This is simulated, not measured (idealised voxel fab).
Module name: voxel trench capacitor (process module)
Cross-section cut spans 225 nm and uses square cells 5 nm in size.
In what follows, cross-sections appear as grids of square cells, described through bands that run from the top down, where every band is one or more rows of cells. Read a band's entry like this: the first values are the height of its top and the height of its bottom in nm, and what follows is the sequence of materials from left to right, each with its width in nm. Note that "blank" is empty space, and that a single material marked "everywhere" reaches across the band from edge to edge. Ref level 0: as-received wafer is one material below here. Bottom band extends down with no lower bound ("z 0 and below"). Read "30..40" as a graded width: first number on top, second number at the bottom, same change between each pair of neighbouring rows. Key: "nothing was modified" - step with no changed cell in the cross-section. This entry, "Closed void listing", enumerates those empty regions of no fewer than 8 cells that possess no open connection to the top. Each region is reported in the form width x height at distance, the distance being taken from the left edge, with all three quantities expressed in nm. On each step's line, the part that comes after the settings is the simulator's own comment on the step. You can add "overlay nm" to a step's line. For a step with a mask, it describes how far the mask lay to the right of its planned position, and a negative number describes a lay to the left.

# The steps planned for the process are as follows
step 1: RECEIVE | material Si
step 2: CONFORMAL_DEP | material SiN | thk nm 5
step 3: MASKED_ETCH | tone open | mask id TRENCH | width nm 25 | pitch nm 50 | etch materials SiN | depth nm 5 | overlay nm 0
step 4: MASKED_ETCH | tone open | mask id TRENCH | width nm 25 | pitch nm 50 | etch materials Si | depth nm 40 | overlay nm 0
step 5: CONFORMAL_DEP | material HfO2 | thk nm 5
step 6: CONFORMAL_DEP | material TiN | thk nm 5
step 7: FILL_DEP | material W | thk nm 5
step 8: CMP | height nm 5

# This is the cross-section of the wafer as we received it, i.e. after step 1
    z 0 and below = Si everywhere
    Closed void listing: none

# Cross-section at module end, one run error; start and plan unchanged from above
    z 5 to 0 = SiN 25 nm, TiN 5 nm, HfO2 5 nm, W 5 nm, HfO2 5 nm, TiN 5 nm, SiN 25 nm, TiN 5 nm, HfO2 5 nm, W 5 nm, HfO2 5 nm, TiN 5 nm, SiN 25 nm, TiN 5 nm, HfO2 5 nm, W 5 nm, HfO2 5 nm, TiN 5 nm, SiN 25 nm, TiN 5 nm, HfO2 5 nm, W 5 nm, HfO2 5 nm, TiN 5 nm, SiN 25 nm
    z 0 to -30 = Si 25 nm, TiN 5 nm, HfO2 5 nm, W 5 nm, HfO2 5 nm, TiN 5 nm, Si 25 nm, TiN 5 nm, HfO2 5 nm, W 5 nm, HfO2 5 nm, TiN 5 nm, Si 25 nm, TiN 5 nm, HfO2 5 nm, W 5 nm, HfO2 5 nm, TiN 5 nm, Si 25 nm, TiN 5 nm, HfO2 5 nm, W 5 nm, HfO2 5 nm, TiN 5 nm, Si 25 nm
    z -30 to -35 = Si 25 nm, TiN 5 nm, HfO2 15 nm, TiN 5 nm, Si 25 nm, TiN 5 nm, HfO2 15 nm, TiN 5 nm, Si 25 nm, TiN 5 nm, HfO2 15 nm, TiN 5 nm, Si 25 nm, TiN 5 nm, HfO2 15 nm, TiN 5 nm, Si 25 nm
    z -35 to -40 = Si 25 nm, TiN 25 nm, Si 25 nm, TiN 25 nm, Si 25 nm, TiN 25 nm, Si 25 nm, TiN 25 nm, Si 25 nm
    z -40 and below = Si everywhere
    Closed void listing: none
Deviation noted in wafer processing: it was found that steps 5 and 6 of the process plan had been performed in exchanged positions
